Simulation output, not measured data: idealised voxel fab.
process module | voxel tone inversion
Square cell edge 5 nm, section width 150 nm, ID cut.
Notation: cross-section as square-cell grid; stated in bands, top first, going down; one or more cell rows per band.
Read a band's entry like this: the first values are the height of its top and the height of its bottom in nm, and what follows is the sequence of materials from left to right, each with its width in nm. Note that "blank" is empty space, and that a single material marked "everywhere" reaches across the band from edge to edge.
Heights from 0 (as-received wafer is one material below). Bottom band endless downward, as "0..down".
A two-number width, for instance "30->40", indicates that the width is equal to the first number in the top row of the band and to the second number in the bottom row, and that it changes by a constant amount per row of cells.
"nothing changed" means the step left every cell of the cross-section as it was.
Look at "Listed closed voids" for the closed voids: empty spaces with no open path to the top, sized 8 cells or up. Each is width x height at distance, distance from the left edge, all nm.
Step line, after settings: the simulator's comment on this step.
The line of a step may include "overlay nm". On a step with a mask, this value is how far to the right of its planned place the mask lay. A negative value means the mask lay to the left.
**Process steps (planned)**
1 RECEIVE, material Si
2 CONFORMAL_DEP, material SiCN, thk nm 5
3 DIRECTIONAL_DEP, material polySi, thk nm 20
4 PATTERN, tone cover, mask id POSTS, material resist, width nm 15, pitch nm 30, thk nm 25, overlay nm 0
5 DIRECTIONAL_ETCH, etch materials polySi, depth nm 20
6 STRIP, etch materials resist
7 FILL_DEP, material lowk, thk nm 10
8 CMP, height nm 25
9 STRIP, etch materials polySi
10 CONFORMAL_DEP, material TiN, thk nm 5
11 FILL_DEP, material W, thk nm 5
12 CMP, height nm 25
13 CONFORMAL_DEP, material SiCN, thk nm 5
**Cross-section, incoming material, after step 1**
0..down | Si everywhere
Listed closed voids: none
**Below is the wafer in cross-section after the module was completed. It began from the starting point shown above and followed the plan shown above, except that one mistake was made while running it**
30..25 | SiCN everywhere
25..10 | W 45 nm  TiN 5 nm  lowk 15 nm  TiN 5 nm  W 5 nm  TiN 5 nm  lowk 15 nm  TiN 5 nm  W 50 nm
10..5 | TiN 50 nm  lowk 15 nm  TiN 15 nm  lowk 15 nm  TiN 55 nm
5..0 | SiCN everywhere
0..down | Si everywhere
Listed closed voids: none
Where did the run depart from the plan? step 4 deviated from plan and actually ran as PATTERN, tone open, mask id POSTS, material resist, width nm 15, pitch nm 30, thk nm 25, overlay nm 0
